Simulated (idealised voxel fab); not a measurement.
Process module, titled voxel fin reveal
Section cut is 230 nm wide and gridded with 5 nm square cells.
This document writes a cross-section as a grid whose cells are square, and gives it as bands, listed from the top down; one or more rows of cells form a band.
Top height, bottom height, nm. Materials left to right, width each, nm. Single material + "edge to edge" = fills band edge to edge. "empty" = empty.
Heights from 0 (as-received wafer is one material below). Bottom band endless downward, as "0 -> down".
Think of "30 to 40" as a width that walks from the first number to the second as you go down the band, top row to bottom row, taking equal-sized steps from row to row.
Reading "no modification" for a step: not a cell of the cross-section changed in it.
Closed-off voids of 8+ cells (no open route to the top) go in "Closed cavity list", written width x height at distance from the left edge, in nm.
Heads up: the bit after the settings on a step's line is the simulator's remark on that step.
You can add "overlay nm" to a step's line. For a step with a mask, it describes how far the mask lay to the right of its planned position, and a negative number describes a lay to the left.
Quick note on how to read the rest: it's all pairs. You get the cross-section before a process step and the one after, but the after one only goes down as far as the lowest band that changed. The step in between, with its settings, sits under the pair. Heads up, the pairs can come from different runs of this module on the same starting wafer, so don't assume a pair picks up from the one above unless its "Before this step" entry says it does.

# Before this step
> 0 -> down | Si edge to edge
> Closed cavity list: none

# Cross-Section Thereafter
> 10 -> 0 | SiN edge to edge
> Unchanged below 0.
> Closed cavity list: none
Which process step falls between the two cross-sections above? CONFORMAL_DEP | material SiN | thk nm 10

Before this step: Reference is made to the cross-section shown after the step in the pair directly above, which represents the state prior to this step.

# Cross-Section Thereafter
> 10 -> 0 | 85 empty, 15 SiN, 30 empty, 15 SiN, 85 empty
> Unchanged below 0.
> Closed cavity list: none
Which process step falls between the two cross-sections above? MASKED_ETCH | tone cover | mask id FINS | width nm 15 | pitch nm 45 | etch materials SiN | depth nm 10 | overlay nm 0

Before this step: Reference is made to the cross-section shown after the step in the pair directly above, which represents the state prior to this step.

# Cross-Section Thereafter
> 10 -> 0 | 85 empty, 15 SiN, 30 empty, 15 SiN, 85 empty
> 0 -> -35 | 85 empty, 15 Si, 30 empty, 15 Si, 85 empty
> Unchanged below -35.
> Closed cavity list: none
Which process step falls between the two cross-sections above? MASKED_ETCH | tone cover | mask id FINS | width nm 15 | pitch nm 45 | etch materials Si | depth nm 35 | overlay nm 0

Before this step: Reference is made to the cross-section shown after the step in the pair directly above, which represents the state prior to this step.

# Cross-Section Thereafter
> 10 -> 0 | 85 empty, 15 SiN, 30 empty, 15 SiN, 85 empty
> 0 -> -35 | 85 empty, 5 SiO2, 5 Si, 5 SiO2, 30 empty, 5 SiO2, 5 Si, 5 SiO2, 85 empty
> -35 -> -40 | 90 SiO2, 5 Si, 40 SiO2, 5 Si, 90 SiO2
> Unchanged below -40.
> Closed cavity list: none
Which process step falls between the two cross-sections above? OXIDIZE | depth nm 5

Before this step: Reference is made to the cross-section shown after the step in the pair directly above, which represents the state prior to this step.

# Cross-Section Thereafter
> 25 -> 10 | SiO2 edge to edge
> 10 -> 0 | 85 SiO2, 15 SiN, 30 SiO2, 15 SiN, 85 SiO2
> 0 -> -40 | 90 SiO2, 5 Si, 40 SiO2, 5 Si, 90 SiO2
> Unchanged below -40.
> Closed cavity list: none
Which process step falls between the two cross-sections above? FILL_DEP | material SiO2 | thk nm 15

Before this step: Reference is made to the cross-section shown after the step in the pair directly above, which represents the state prior to this step.

# Cross-Section Thereafter
> 10 -> 0 | 85 SiO2, 15 SiN, 30 SiO2, 15 SiN, 85 SiO2
> Unchanged below 0.
> Closed cavity list: none
Which process step falls between the two cross-sections above? CMP | height nm 10

Before this step: Reference is made to the cross-section shown after the step in the pair directly above, which represents the state prior to this step.

# Cross-Section Thereafter
> 10 -> 0 | 85 empty, 15 SiN, 30 empty, 15 SiN, 85 empty
> 0 -> -15 | 90 empty, 5 Si, 40 empty, 5 Si, 90 empty
> Unchanged below -15.
> Closed cavity list: none
Which process step falls between the two cross-sections above? SELECTIVE_ETCH | etch materials SiO2 | depth nm 25

Before this step: Reference is made to the cross-section shown after the step in the pair directly above, which represents the state prior to this step.

# Cross-Section Thereafter
> 0 -> -15 | 90 empty, 5 Si, 40 empty, 5 Si, 90 empty
> Unchanged below -15.
> Closed cavity list: none
Which process step falls between the two cross-sections above? STRIP | etch materials SiN

Before this step: Reference is made to the cross-section shown after the step in the pair directly above, which represents the state prior to this step.

# Cross-Section Thereafter
> 5 -> 0 | 85 empty, 15 SiO2, 30 empty, 15 SiO2, 85 empty
> 0 -> -10 | 85 empty, 5 SiO2, 5 Si, 5 SiO2, 30 empty, 5 SiO2, 5 Si, 5 SiO2, 85 empty
> -10 -> -40 | 90 SiO2, 5 Si, 40 SiO2, 5 Si, 90 SiO2
> Unchanged below -40.
> Closed cavity list: none
Which process step falls between the two cross-sections above? CONFORMAL_DEP | material SiO2 | thk nm 5

# Before this step
> 10 -> 0 | 85 empty, 15 SiN, 30 empty, 15 SiN, 85 empty
> 0 -> -15 | 90 empty, 5 Si, 40 empty, 5 Si, 90 empty
> -15 -> -40 | 90 SiO2, 5 Si, 40 SiO2, 5 Si, 90 SiO2
> -40 -> down | Si edge to edge
> Closed cavity list: none

# Cross-Section Thereafter
> 10 -> 0 | 85 empty, 15 SiN, 30 empty, 15 SiN, 85 empty
> 0 -> -40 | 90 empty, 5 Si, 40 empty, 5 Si, 90 empty
> Unchanged below -40.
> Closed cavity list: none
Which process step falls between the two cross-sections above? SELECTIVE_ETCH | etch materials SiO2 | depth nm 25

Before this step: Reference is made to the cross-section shown after the step in the pair directly above, which represents the state prior to this step.

# Cross-Section Thereafter
> 0 -> -40 | 90 empty, 5 Si, 40 empty, 5 Si, 90 empty
> Unchanged below -40.
> Closed cavity list: none
Which process step falls between the two cross-sections above? STRIP | etch materials SiN

Before this step: Reference is made to the cross-section shown after the step in the pair directly above, which represents the state prior to this step.

# Cross-Section Thereafter
> 5 -> 0 | 85 empty, 15 SiO2, 30 empty, 15 SiO2, 85 empty
> 0 -> -35 | 85 empty, 5 SiO2, 5 Si, 5 SiO2, 30 empty, 5 SiO2, 5 Si, 5 SiO2, 85 empty
> -35 -> -40 | 90 SiO2, 5 Si, 40 SiO2, 5 Si, 90 SiO2
> Unchanged below -40.
> Closed cavity list: none
Which process step falls between the two cross-sections above? CONFORMAL_DEP | material SiO2 | thk nm 5

# Before this step
> 10 -> 0 | 85 SiO2, 15 SiN, 30 SiO2, 15 SiN, 85 SiO2
> 0 -> -40 | 90 SiO2, 5 Si, 40 SiO2, 5 Si, 90 SiO2
> -40 -> down | Si edge to edge
> Closed cavity list: none

# Cross-Section Thereafter
> 10 -> 0 | 85 SiO2, 15 empty, 30 SiO2, 15 empty, 85 SiO2
> Unchanged below 0.
> Closed cavity list: none
Which process step falls between the two cross-sections above? STRIP | etch materials SiN

Before this step: Reference is made to the cross-section shown after the step in the pair directly above, which represents the state prior to this step.

# Cross-Section Thereafter
> 0 -> -15 | 90 empty, 5 Si, 40 empty, 5 Si, 90 empty
> -15 -> -25 | 60 SiO2, 30 empty, 5 Si, 40 empty, 5 Si, 30 empty, 60 SiO2
> Unchanged below -25.
> Closed cavity list: none
Which process step falls between the two cross-sections above? SELECTIVE_ETCH | etch materials SiO2 | depth nm 25

Before this step: Reference is made to the cross-section shown after the step in the pair directly above, which represents the state prior to this step.

# Cross-Section Thereafter
> 5 -> 0 | 85 empty, 15 SiO2, 30 empty, 15 SiO2, 85 empty
> 0 -> -10 | 85 empty, 5 SiO2, 5 Si, 5 SiO2, 30 empty, 5 SiO2, 5 Si, 5 SiO2, 85 empty
> -10 -> -20 | 65 SiO2, 20 empty, 5 SiO2, 5 Si, 5 SiO2, 30 empty, 5 SiO2, 5 Si, 5 SiO2, 20 empty, 65 SiO2
> -20 -> -40 | 90 SiO2, 5 Si, 40 SiO2, 5 Si, 90 SiO2
> Unchanged below -40.
> Closed cavity list: none
Which process step falls between the two cross-sections above? CONFORMAL_DEP | material SiO2 | thk nm 5

# Before this step
> 10 -> 0 | 85 empty, 15 SiN, 30 empty, 15 SiN, 85 empty
> 0 -> down | Si edge to edge
> Closed cavity list: none

# Cross-Section Thereafter
> 10 -> 0 | 85 empty, 15 SiN, 30 empty, 15 SiN, 85 empty
> 0 -> -40 | 85 empty, 15 Si, 30 empty, 15 Si, 85 empty
> Unchanged below -40.
> Closed cavity list: none
Which process step falls between the two cross-sections above? MASKED_ETCH | tone cover | mask id FINS | width nm 15 | pitch nm 45 | etch materials Si | depth nm 40 | overlay nm 0

Before this step: Reference is made to the cross-section shown after the step in the pair directly above, which represents the state prior to this step.

# Cross-Section Thereafter
> 10 -> 0 | 85 empty, 15 SiN, 30 empty, 15 SiN, 85 empty
> 0 -> -40 | 85 empty, 5 SiO2, 5 Si, 5 SiO2, 30 empty, 5 SiO2, 5 Si, 5 SiO2, 85 empty
> -40 -> -45 | 90 SiO2, 5 Si, 40 SiO2, 5 Si, 90 SiO2
> Unchanged below -45.
> Closed cavity list: none
Which process step falls between the two cross-sections above? OXIDIZE | depth nm 5

Before this step: Reference is made to the cross-section shown after the step in the pair directly above, which represents the state prior to this step.

# Cross-Section Thereafter
> 25 -> 10 | SiO2 edge to edge
> 10 -> 0 | 85 SiO2, 15 SiN, 30 SiO2, 15 SiN, 85 SiO2
> 0 -> -45 | 90 SiO2, 5 Si, 40 SiO2, 5 Si, 90 SiO2
> Unchanged below -45.
> Closed cavity list: none
Which process step falls between the two cross-sections above? FILL_DEP | material SiO2 | thk nm 15

Before this step: Reference is made to the cross-section shown after the step in the pair directly above, which represents the state prior to this step.

# Cross-Section Thereafter
> 10 -> 0 | 85 SiO2, 15 SiN, 30 SiO2, 15 SiN, 85 SiO2
> Unchanged below 0.
> Closed cavity list: none
Which process step falls between the two cross-sections above? CMP | height nm 10

Before this step: Reference is made to the cross-section shown after the step in the pair directly above, which represents the state prior to this step.

# Cross-Section Thereafter
> 10 -> 0 | 85 empty, 15 SiN, 30 empty, 15 SiN, 85 empty
> 0 -> -15 | 90 empty, 5 Si, 40 empty, 5 Si, 90 empty
> Unchanged below -15.
> Closed cavity list: none
Which process step falls between the two cross-sections above? SELECTIVE_ETCH | etch materials SiO2 | depth nm 25

Before this step: Reference is made to the cross-section shown after the step in the pair directly above, which represents the state prior to this step.

# Cross-Section Thereafter
> 0 -> -15 | 90 empty, 5 Si, 40 empty, 5 Si, 90 empty
> Unchanged below -15.
> Closed cavity list: none
Which process step falls between the two cross-sections above? STRIP | etch materials SiN

Before this step: Reference is made to the cross-section shown after the step in the pair directly above, which represents the state prior to this step.

# Cross-Section Thereafter
> 5 -> 0 | 85 empty, 15 SiO2, 30 empty, 15 SiO2, 85 empty
> 0 -> -10 | 85 empty, 5 SiO2, 5 Si, 5 SiO2, 30 empty, 5 SiO2, 5 Si, 5 SiO2, 85 empty
> -10 -> -45 | 90 SiO2, 5 Si, 40 SiO2, 5 Si, 90 SiO2
> Unchanged below -45.
> Closed cavity list: none
Which process step falls between the two cross-sections above? CONFORMAL_DEP | material SiO2 | thk nm 5

# Before this step
> 10 -> 0 | 85 empty, 15 SiN, 30 empty, 15 SiN, 85 empty
> 0 -> down | Si edge to edge
> Closed cavity list: none

# Cross-Section Thereafter
> 10 -> 0 | 85 empty, 15 SiN, 30 empty, 15 SiN, 85 empty
> 0 -> -35 | 80 empty, 25 Si, 20 empty, 25 Si, 80 empty
> Unchanged below -35.
> Closed cavity list: none
Which process step falls between the two cross-sections above? MASKED_ETCH | tone cover | mask id FINS | width nm 25 | pitch nm 45 | etch materials Si | depth nm 35 | overlay nm 0

Before this step: Reference is made to the cross-section shown after the step in the pair directly above, which represents the state prior to this step.

# Cross-Section Thereafter
> 10 -> 0 | 85 empty, 15 SiN, 30 empty, 15 SiN, 85 empty
> 0 -> -5 | 80 empty, 10 SiO2, 5 Si, 10 SiO2, 20 empty, 10 SiO2, 5 Si, 10 SiO2, 80 empty
> -5 -> -35 | 80 empty, 5 SiO2, 15 Si, 5 SiO2, 20 empty, 5 SiO2, 15 Si, 5 SiO2, 80 empty
> -35 -> -40 | 85 SiO2, 15 Si, 30 SiO2, 15 Si, 85 SiO2
> Unchanged below -40.
> Closed cavity list: none
Which process step falls between the two cross-sections above? OXIDIZE | depth nm 5

Before this step: Reference is made to the cross-section shown after the step in the pair directly above, which represents the state prior to this step.

# Cross-Section Thereafter
> 25 -> 10 | SiO2 edge to edge
> 10 -> 0 | 85 SiO2, 15 SiN, 30 SiO2, 15 SiN, 85 SiO2
> 0 -> -5 | 90 SiO2, 5 Si, 40 SiO2, 5 Si, 90 SiO2
> -5 -> -40 | 85 SiO2, 15 Si, 30 SiO2, 15 Si, 85 SiO2
> Unchanged below -40.
> Closed cavity list: none
Which process step falls between the two cross-sections above? FILL_DEP | material SiO2 | thk nm 15

Before this step: Reference is made to the cross-section shown after the step in the pair directly above, which represents the state prior to this step.

# Cross-Section Thereafter
> 10 -> 0 | 85 SiO2, 15 SiN, 30 SiO2, 15 SiN, 85 SiO2
> Unchanged below 0.
> Closed cavity list: none
Which process step falls between the two cross-sections above? CMP | height nm 10

Before this step: Reference is made to the cross-section shown after the step in the pair directly above, which represents the state prior to this step.

# Cross-Section Thereafter
> 10 -> 0 | 85 empty, 15 SiN, 30 empty, 15 SiN, 85 empty
> 0 -> -5 | 90 empty, 5 Si, 40 empty, 5 Si, 90 empty
> -5 -> -15 | 85 empty, 15 Si, 30 empty, 15 Si, 85 empty
> Unchanged below -15.
> Closed cavity list: none
Which process step falls between the two cross-sections above? SELECTIVE_ETCH | etch materials SiO2 | depth nm 25

Before this step: Reference is made to the cross-section shown after the step in the pair directly above, which represents the state prior to this step.

# Cross-Section Thereafter
> 0 -> -5 | 90 empty, 5 Si, 40 empty, 5 Si, 90 empty
> Unchanged below -5.
> Closed cavity list: none
Which process step falls between the two cross-sections above? STRIP | etch materials SiN

Before this step: Reference is made to the cross-section shown after the step in the pair directly above, which represents the state prior to this step.

# Cross-Section Thereafter
> 5 -> 0 | 85 empty, 15 SiO2, 30 empty, 15 SiO2, 85 empty
> 0 -> -10 | 80 empty, 10 to 5 SiO2, 5 to 15 Si, 10 to 5 SiO2, 20 empty, 10 to 5 SiO2, 5 to 15 Si, 10 to 5 SiO2, 80 empty
> -10 -> -40 | 85 SiO2, 15 Si, 30 SiO2, 15 Si, 85 SiO2
> Unchanged below -40.
> Closed cavity list: none
Which process step falls between the two cross-sections above? CONFORMAL_DEP | material SiO2 | thk nm 5

# Before this step
> 10 -> 0 | SiN edge to edge
> 0 -> down | Si edge to edge
> Closed cavity list: none

# Cross-Section Thereafter
> 10 -> 0 | 95 empty, 15 SiN, 30 empty, 15 SiN, 75 empty
> Unchanged below 0.
> Closed cavity list: none
Which process step falls between the two cross-sections above? MASKED_ETCH | tone cover | mask id FINS | width nm 15 | pitch nm 45 | etch materials SiN | depth nm 10 | overlay nm 10

Before this step: Reference is made to the cross-section shown after the step in the pair directly above, which represents the state prior to this step.

# Cross-Section Thereafter
> 10 -> 0 | 95 empty, 15 SiN, 30 empty, 15 SiN, 75 empty
> 0 -> -35 | 85 empty, 25 Si, 20 empty, 25 Si, 75 empty
> Unchanged below -35.
> Closed cavity list: none
Which process step falls between the two cross-sections above? MASKED_ETCH | tone cover | mask id FINS | width nm 15 | pitch nm 45 | etch materials Si | depth nm 35 | overlay nm 0

Before this step: Reference is made to the cross-section shown after the step in the pair directly above, which represents the state prior to this step.

# Cross-Section Thereafter
> 10 -> 0 | 95 empty, 15 SiN, 30 empty, 15 SiN, 75 empty
> 0 -> -5 | 85 empty, 15 SiO2, 5 Si, 5 SiO2, 20 empty, 15 SiO2, 5 Si, 5 SiO2, 75 empty
> -5 -> -35 | 85 empty, 5 SiO2, 15 Si, 5 SiO2, 20 empty, 5 SiO2, 15 Si, 5 SiO2, 75 empty
> -35 -> -40 | 90 SiO2, 15 Si, 30 SiO2, 15 Si, 80 SiO2
> Unchanged below -40.
> Closed cavity list: none
Which process step falls between the two cross-sections above? OXIDIZE | depth nm 5

Before this step: Reference is made to the cross-section shown after the step in the pair directly above, which represents the state prior to this step.

# Cross-Section Thereafter
> 25 -> 10 | SiO2 edge to edge
> 10 -> 0 | 95 SiO2, 15 SiN, 30 SiO2, 15 SiN, 75 SiO2
> 0 -> -5 | 100 SiO2, 5 Si, 40 SiO2, 5 Si, 80 SiO2
> -5 -> -40 | 90 SiO2, 15 Si, 30 SiO2, 15 Si, 80 SiO2
> Unchanged below -40.
> Closed cavity list: none
Which process step falls between the two cross-sections above? FILL_DEP | material SiO2 | thk nm 15

Before this step: Reference is made to the cross-section shown after the step in the pair directly above, which represents the state prior to this step.

# Cross-Section Thereafter
> 10 -> 0 | 95 SiO2, 15 SiN, 30 SiO2, 15 SiN, 75 SiO2
> Unchanged below 0.
> Closed cavity list: none
Which process step falls between the two cross-sections above? CMP | height nm 10

Before this step: Reference is made to the cross-section shown after the step in the pair directly above, which represents the state prior to this step.

# Cross-Section Thereafter
> 10 -> 0 | 95 empty, 15 SiN, 30 empty, 15 SiN, 75 empty
> 0 -> -5 | 100 empty, 5 Si, 40 empty, 5 Si, 80 empty
> -5 -> -15 | 90 empty, 15 Si, 30 empty, 15 Si, 80 empty
> Unchanged below -15.
> Closed cavity list: none
Which process step falls between the two cross-sections above? SELECTIVE_ETCH | etch materials SiO2 | depth nm 25

Before this step: Reference is made to the cross-section shown after the step in the pair directly above, which represents the state prior to this step.

# Cross-Section Thereafter
> 0 -> -5 | 100 empty, 5 Si, 40 empty, 5 Si, 80 empty
> Unchanged below -5.
> Closed cavity list: none
Which process step falls between the two cross-sections above? STRIP | etch materials SiN

Before this step: Reference is made to the cross-section shown after the step in the pair directly above, which represents the state prior to this step.

# Cross-Section Thereafter
> 5 -> 0 | 95 empty, 15 SiO2, 30 empty, 15 SiO2, 75 empty
> 0 -> -10 | 85 empty, 15 to 5 SiO2, 5 to 15 Si, 5 SiO2, 20 empty, 15 to 5 SiO2, 5 to 15 Si, 5 SiO2, 75 empty
> -10 -> -40 | 90 SiO2, 15 Si, 30 SiO2, 15 Si, 80 SiO2
> Unchanged below -40.
> Closed cavity list: none
Which process step falls between the two cross-sections above? CONFORMAL_DEP | material SiO2 | thk nm 5

# Before this step
> 0 -> -15 | 90 empty, 5 Si, 40 empty, 5 Si, 90 empty
> -15 -> -40 | 90 SiO2, 5 Si, 40 SiO2, 5 Si, 90 SiO2
> -40 -> down | Si edge to edge
> Closed cavity list: none

# Cross-Section Thereafter
> 5 -> 0 | 85 empty, 15 SiN, 30 empty, 15 SiN, 85 empty
> 0 -> -10 | 85 empty, 5 SiN, 5 Si, 5 SiN, 30 empty, 5 SiN, 5 Si, 5 SiN, 85 empty
> -10 -> -15 | 90 SiN, 5 Si, 40 SiN, 5 Si, 90 SiN
> Unchanged below -15.
> Closed cavity list: none
Which process step falls between the two cross-sections above? CONFORMAL_DEP | material SiN | thk nm 5

# Before this step
> 10 -> 0 | SiN edge to edge
> 0 -> down | Si edge to edge
> Closed cavity list: none

# Cross-Section Thereafter
> 10 -> 0 | 85 SiN, 15 empty, 30 SiN, 15 empty, 85 SiN
> Unchanged below 0.
> Closed cavity list: none
Which process step falls between the two cross-sections above? MASKED_ETCH | tone open | mask id FINS | width nm 15 | pitch nm 45 | etch materials SiN | depth nm 10 | overlay nm 0

Before this step: Reference is made to the cross-section shown after the step in the pair directly above, which represents the state prior to this step.

# Cross-Section Thereafter
> 10 -> 0 | 85 SiN, 15 empty, 30 SiN, 15 empty, 85 SiN
> 0 -> -5 | 80 Si, 25 SiO2, 20 Si, 25 SiO2, 80 Si
> Unchanged below -5.
> Closed cavity list: none
Which process step falls between the two cross-sections above? OXIDIZE | depth nm 5

Before this step: Reference is made to the cross-section shown after the step in the pair directly above, which represents the state prior to this step.

# Cross-Section Thereafter
> 25 -> 10 | SiO2 edge to edge
> 10 -> 0 | 85 SiN, 15 SiO2, 30 SiN, 15 SiO2, 85 SiN
> Unchanged below 0.
> Closed cavity list: none
Which process step falls between the two cross-sections above? FILL_DEP | material SiO2 | thk nm 15

Before this step: Reference is made to the cross-section shown after the step in the pair directly above, which represents the state prior to this step.

# Cross-Section Thereafter
> 10 -> 0 | 85 SiN, 15 SiO2, 30 SiN, 15 SiO2, 85 SiN
> Unchanged below 0.
> Closed cavity list: none
Which process step falls between the two cross-sections above? CMP | height nm 10

Before this step: Reference is made to the cross-section shown after the step in the pair directly above, which represents the state prior to this step.

# Cross-Section Thereafter
> 10 -> 0 | 85 SiN, 15 empty, 30 SiN, 15 empty, 85 SiN
> 0 -> -5 | 80 Si, 25 empty, 20 Si, 25 empty, 80 Si
> Unchanged below -5.
> Closed cavity list: none
Which process step falls between the two cross-sections above? SELECTIVE_ETCH | etch materials SiO2 | depth nm 25

Before this step: Reference is made to the cross-section shown after the step in the pair directly above, which represents the state prior to this step.

# Cross-Section Thereafter
> 0 -> -5 | 80 Si, 25 empty, 20 Si, 25 empty, 80 Si
> Unchanged below -5.
> Closed cavity list: none
Which process step falls between the two cross-sections above? STRIP | etch materials SiN

Before this step: Reference is made to the cross-section shown after the step in the pair directly above, which represents the state prior to this step.

# Cross-Section Thereafter
> 5 -> 0 | 85 SiO2, 15 empty, 30 SiO2, 15 empty, 85 SiO2
> 0 -> -5 | 80 Si, 25 SiO2, 20 Si, 25 SiO2, 80 Si
> Unchanged below -5.
> Closed cavity list: none
Which process step falls between the two cross-sections above? CONFORMAL_DEP | material SiO2 | thk nm 5
